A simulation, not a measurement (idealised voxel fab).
process module | voxel trench capacitor
cross-section cut | 225 nm wide | cells 5 nm
A cross-section is a grid of square cells, given in bands from the top down. A band is one or more rows of cells.
Each band's line starts with the height of the band's top and of its bottom, in nm. Then come its materials from left to right, each with its width in nm. One material with "throughout" fills the band from edge to edge. "air" is empty space.
Height 0 is the level under which the wafer as received is all one material. The lowest band goes on downwards, as in "0 down".
A width such as "30 to 40" changes by the same amount from each row of cells to the next, from the band's top row to its bottom row.
"no change" after a step means that no cell of the cross-section changed.
closed voids: empty space of 8 cells or more with no open way to the top, each as width x height at its distance from the left edge, in nm
after a step's settings: what the simulator itself notes on the step
overlay nm, on a step with a mask: how far to the right of its planned place the mask lay; to the left if negative
plan
1 op RECEIVE | material Si
2 op CONFORMAL_DEP | material SiN | thk nm 5
3 op MASKED_ETCH | tone open | mask id TRENCH | width nm 25 | pitch nm 50 | etch materials SiN | depth nm 5 | overlay nm 0
4 op MASKED_ETCH | tone open | mask id TRENCH | width nm 25 | pitch nm 50 | etch materials Si | depth nm 40 | overlay nm 0
5 op CONFORMAL_DEP | material HfO2 | thk nm 5
6 op CONFORMAL_DEP | material TiN | thk nm 5
7 op FILL_DEP | material W | thk nm 5
8 op CMP | height nm 5
varied across the wafers: thk nm of step 5. The plan shows the first wafer's value. All wafers start alike
first wafer as received, after step 1
  0 down: Si throughout
  closed voids: none
each wafer at the end: cells of each material gained (+) or lost (-) since it was received, then its closed voids
thk nm 5 | +84 HfO2 | -160 Si | +25 SiN | +68 TiN | +28 W | closed voids: none
thk nm 10 | +152 HfO2 | -160 Si | +25 SiN | +28 TiN | closed voids: none
thk nm 15 | +180 HfO2 | -160 Si | +25 SiN | closed voids: none
thk nm 20 | +180 HfO2 | -160 Si | +25 SiN | closed voids: none
